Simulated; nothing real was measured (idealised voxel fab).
Module name: voxel lift off (process module)
This is section cut - it's 280 nm across, gridded in 5 nm square cells.
A cross-section is written here as square cells arranged in a grid, and it is given in bands from the top down, each band taking up one or more rows of cells. Basically the band line says how high the top is and how high the bottom is, in nm, and then what's in it from left to right, every material with its width in nm. Empty space shows up as "air", and if a single material carries "everywhere" it runs the full band edge to edge. Zero point of the height axis is 0; under it, received wafer = one material. Lowest band: continues down indefinitely, "z 0 and below". The notation "30 to 40" denotes a width that varies across the rows of cells in the band, beginning at the first number in the top row, finishing at the second number in the bottom row, and changing by an identical amount from each row to the next. A step reported as "everything unchanged" is a step in which no cell of the cross-section changed. "Fully sealed cavities" contains a list of empty spaces, each no smaller than 8 cells and without an open way to the top, written in the form width x height at distance with the distance from the left edge and all three in nm. On a step's line, text after the settings is the simulator commenting on that step. You can add "overlay nm" to a step's line. For a step with a mask, it describes how far the mask lay to the right of its planned position, and a negative number describes a lay to the left.

PROCESS STEPS FORESEEN IN THE PLAN
1 RECEIVE, material Si
2 CONFORMAL_DEP, material SiO2, thk nm 10
3 PATTERN, tone open, mask id LINES, material resist, width nm 25, pitch nm 40, thk nm 20, overlay nm 0
4 DIRECTIONAL_DEP, material Ru, thk nm 5
5 STRIP, etch materials resist
6 CONFORMAL_DEP, material SiCN, thk nm 5

INCOMING WAFER IN CROSS-SECTION (STATE: AFTER STEP 1)
* z 0 and below  Si everywhere
* Fully sealed cavities: none

LOOKING AT THE FIRST OF TWO WAFERS IN CROSS-SECTION AT END OF MODULE - RAN TO PLAN
* z 20 to 15  air=100 / SiCN=35 / air=5 / SiCN=35 / air=105
* z 15 to 10  SiCN=105 / Ru=25 / SiCN=15 / Ru=25 / SiCN=110
* z 10 to 0  SiO2 everywhere
* z 0 and below  Si everywhere
* Fully sealed cavities: none

SAME START, SAME PLAN AS THE FIRST WAFER - BUT ONE MISTAKE IN THE RUN. CROSS-SECTION OF THE SECOND OF THE TWO AT THE END OF THE MODULE
* z 30 to 25  air=100 / SiCN=35 / air=5 / SiCN=35 / air=105
* z 25 to 15  air=100 / SiCN=5 / Ru=25 / SiCN=5 / air=5 / SiCN=5 / Ru=25 / SiCN=5 / air=105
* z 15 to 10  SiCN=105 / Ru=25 / SiCN=15 / Ru=25 / SiCN=110
* z 10 to 0  SiO2 everywhere
* z 0 and below  Si everywhere
* Fully sealed cavities: none
In executing the process, a mistake was made relative to the plan: step 4 was not run as planned; what actually ran was DIRECTIONAL_DEP, material Ru, thk nm 15
In the final state, the cell counts of the second wafer exceed or fall short of those of the first for the following materials: 20 more of Ru; 8 more of SiCN
